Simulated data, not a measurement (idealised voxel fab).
Title: Process Module voxel plated lines
Displayed cross-section: cut, width of 275 nm, square cells sized 5 nm.
A cross-section in this document is a grid of square cells, and it is written down as bands, the top band listed before the ones below it; a band is made up of one or more rows of cells. Read a band's entry like this: the first values are the height of its top and the height of its bottom in nm, and what follows is the sequence of materials from left to right, each with its width in nm. Note that "air" is empty space, and that a single material marked "edge to edge" reaches across the band from edge to edge. Zero point of the height axis is 0; under it, received wafer = one material. Lowest band: continues down indefinitely, "from 0 down". Width "30->40": first value at the band's top row of cells, second value at its bottom row, equal change from row to row. Where the words "nothing altered" appear for a step, the cross-section shows no cell changed by that step; every cell remained as before. Look at "Closed internal cavities" for the closed voids: empty spaces with no open path to the top, sized 8 cells or up. Each is width x height at distance, distance from the left edge, all nm. It should be noted that, on the line of a given step, the content following the step's settings is a remark produced by the simulator itself with respect to that step. overlay nm: where the mask lay relative to plan, measured to the right, on steps with a mask; negatives go left.

### These are the steps we planned for the process
- 1: RECEIVE (material Si)
- 2: CONFORMAL_DEP (material Al2O3; thk nm 5)
- 3: DIRECTIONAL_DEP (material TiN; thk nm 5)
- 4: PATTERN (tone open; mask id LINES; material resist; width nm 30; pitch nm 45; thk nm 25; overlay nm 0)
- 5: EPI (material Ru; thk nm 10)
- 6: EPI (material Ru; thk nm 10)
- 7: STRIP (etch materials resist)
- 8: DIRECTIONAL_ETCH (etch materials TiN; depth nm 5)
- 9: CONFORMAL_DEP (material SiO2; thk nm 5)
Wafer-to-wafer difference: thk nm, step 9. Common start. Plan = first wafer's value.

### First of several wafers (as received, post step 1), cross-sectional view
	from 0 down = Si edge to edge
	Closed internal cavities: none

### Each row below is a wafer at the end of the module, listing for every material the number of cells it has gained (+) or lost (-) since it was received, followed by its closed voids
thk nm 5; +55 Al2O3; +48 Ru; +75 SiO2; +12 TiN; Closed internal cavities: none
thk nm 10; +55 Al2O3; +48 Ru; +145 SiO2; +12 TiN; Closed internal cavities: none
thk nm 15; +55 Al2O3; +48 Ru; +210 SiO2; +12 TiN; Closed internal cavities: none
thk nm 20; +55 Al2O3; +48 Ru; +275 SiO2; +12 TiN; Closed internal cavities: none
